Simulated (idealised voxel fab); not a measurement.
This section sets out a process module, namely voxel transistor to metal.
cross-section cut | 215 nm wide | cells 5 nm
Cross-section layout: square cells on a grid; listed as bands, top to bottom; a band spans one or more cell rows. Read a band's entry like this: the first values are the height of its top and the height of its bottom in nm, and what follows is the sequence of materials from left to right, each with its width in nm. Note that "air" is empty space, and that a single material marked "everywhere" reaches across the band from edge to edge. Height reference: 0 = level under which incoming wafer is all one material. Lowest band: no bottom, runs on downward, e.g. "0 and below". The width entry "30 to 40" should be interpreted row by row: the top row of cells in the band takes the first number, the bottom row takes the second number, and the change between adjacent rows is uniform throughout. The cross-section has no changed cell in any step marked "remained the same". The entry "Closed-off voids" lists the empty spaces that cover at least 8 cells and have no open path to the top. Each is written as width x height at distance, where the distance is measured from the left edge and all three values are in nm. It should be noted that, on the line of a given step, the content following the step's settings is a remark produced by the simulator itself with respect to that step. overlay nm: how far to the right of its planned place the mask lay on this masked step (negative: to the left).

THE STEPS PLANNED FOR THE PROCESS ARE AS FOLLOWS
1. RECEIVE, material Si
2. OXIDIZE, depth nm 5
3. CONFORMAL_DEP, material SiN, thk nm 10
4. DIRECTIONAL_DEP, material aC, thk nm 15
5. PATTERN, tone cover, mask id ACTIVE, material resist, width nm 115, thk nm 30, overlay nm 0
6. DIRECTIONAL_ETCH, etch materials aC, depth nm 15
7. STRIP, etch materials resist
8. DIRECTIONAL_ETCH, etch materials SiN, depth nm 10
9. DIRECTIONAL_ETCH, etch materials SiO2, depth nm 5
10. DIRECTIONAL_ETCH, etch materials Si, depth nm 25
11. STRIP, etch materials aC
12. FILL_DEP, material SiO2, thk nm 10
13. CMP, height nm 10
14. SELECTIVE_ETCH, etch materials SiO2, depth nm 10
15. STRIP, etch materials SiN
16. SELECTIVE_ETCH, etch materials SiO2, depth nm 5
17. OXIDIZE, depth nm 5
18. DIRECTIONAL_DEP, material polySi, thk nm 25
19. DIRECTIONAL_DEP, material SiCN, thk nm 15
20. PATTERN, tone cover, mask id GATE, material resist, width nm 35, thk nm 15, overlay nm 0
21. DIRECTIONAL_ETCH, etch materials SiCN, depth nm 25
22. DIRECTIONAL_ETCH, etch materials polySi, depth nm 35
23. STRIP, etch materials resist
24. CONFORMAL_DEP, material SiO2, thk nm 5
25. DIRECTIONAL_ETCH, etch materials SiO2, depth nm 5
26. CONFORMAL_DEP, material SiN, thk nm 5
27. DIRECTIONAL_ETCH, etch materials SiN, depth nm 5
28. DIRECTIONAL_ETCH, etch materials SiO2, depth nm 5
29. EPI, material pSi, thk nm 5
30. FILL_DEP, material SiO2, thk nm 10
31. CMP, height nm 20
32. STRIP, etch materials polySi
33. SELECTIVE_ETCH, etch materials SiO2, depth nm 5
34. CONFORMAL_DEP, material HfO2, thk nm 5
35. CONFORMAL_DEP, material TiN, thk nm 5
36. FILL_DEP, material W, thk nm 10
37. CMP, height nm 15
38. DIRECTIONAL_DEP, material SiO2, thk nm 15
39. MASKED_ETCH, tone open, mask id CONTACT, width nm 15, pitch nm 80, etch materials SiO2, depth nm 35, overlay nm 0
40. CONFORMAL_DEP, material TiN, thk nm 5
41. FILL_DEP, material W, thk nm 5
42. CMP, height nm 30
43. CONFORMAL_DEP, material SiCN, thk nm 5
44. DIRECTIONAL_DEP, material SiO2, thk nm 20
45. PATTERN, tone open, mask id METAL_1, material resist, width nm 15, pitch nm 80, thk nm 15, overlay nm 0
46. DIRECTIONAL_ETCH, etch materials SiO2, depth nm 20
47. DIRECTIONAL_ETCH, etch materials SiCN, depth nm 5
48. STRIP, etch materials resist
49. CONFORMAL_DEP, material TiN, thk nm 5
50. FILL_DEP, material Cu, thk nm 10
51. CMP, height nm 55
52. EPI, material Ru, thk nm 5
53. FILL_DEP, material SiCN, thk nm 5

SO THIS IS THE INCOMING WAFER IN CROSS-SECTION - IT'S ALREADY BEEN THROUGH STEP 1
> 0 and below | Si everywhere
> Closed-off voids: none

THIS IS HOW THE WAFER LOOKS IN CROSS-SECTION ONCE THE MODULE IS DONE, GIVEN THE STARTING STATE AND PLAN ABOVE AND ONE MISTAKE IN CARRYING THE PLAN OUT
> 65 down to 60 | SiCN everywhere
> 60 down to 55 | SiCN 55; Ru 25; SiCN 55; Ru 25; SiCN 55
> 55 down to 35 | SiO2 60; TiN 5; Cu 5; TiN 5; SiO2 65; TiN 5; Cu 5; TiN 5; SiO2 60
> 35 down to 30 | SiCN 60; TiN 15; SiCN 65; TiN 15; SiCN 60
> 30 down to 25 | SiO2 60; TiN 5; W 5; TiN 5; SiO2 65; TiN 5; W 5; TiN 5; SiO2 60
> 25 down to 20 | SiO2 60; TiN 15; SiO2 65; TiN 15; SiO2 60
> 20 down to 15 | HfO2 80; SiN 5; HfO2 5; TiN 5; W 25; TiN 5; HfO2 5; SiN 5; HfO2 80
> 15 down to 0 | SiO2 80; SiN 5; HfO2 5; TiN 5; W 25; TiN 5; HfO2 5; SiN 5; SiO2 80
> 0 down to -5 | SiO2 80; SiN 5; HfO2 5; TiN 35; HfO2 5; SiN 5; SiO2 80
> -5 down to -10 | SiO2 45; pSi 35; SiO2 5; HfO2 45; SiO2 5; pSi 35; SiO2 45
> -10 down to -30 | SiO2 50; Si 115; SiO2 50
> -30 and below | Si everywhere
> Closed-off voids: none
What broke from the plan during processing? step 37 was processed under conditions differing from the plan, specifically as CMP, height nm 20
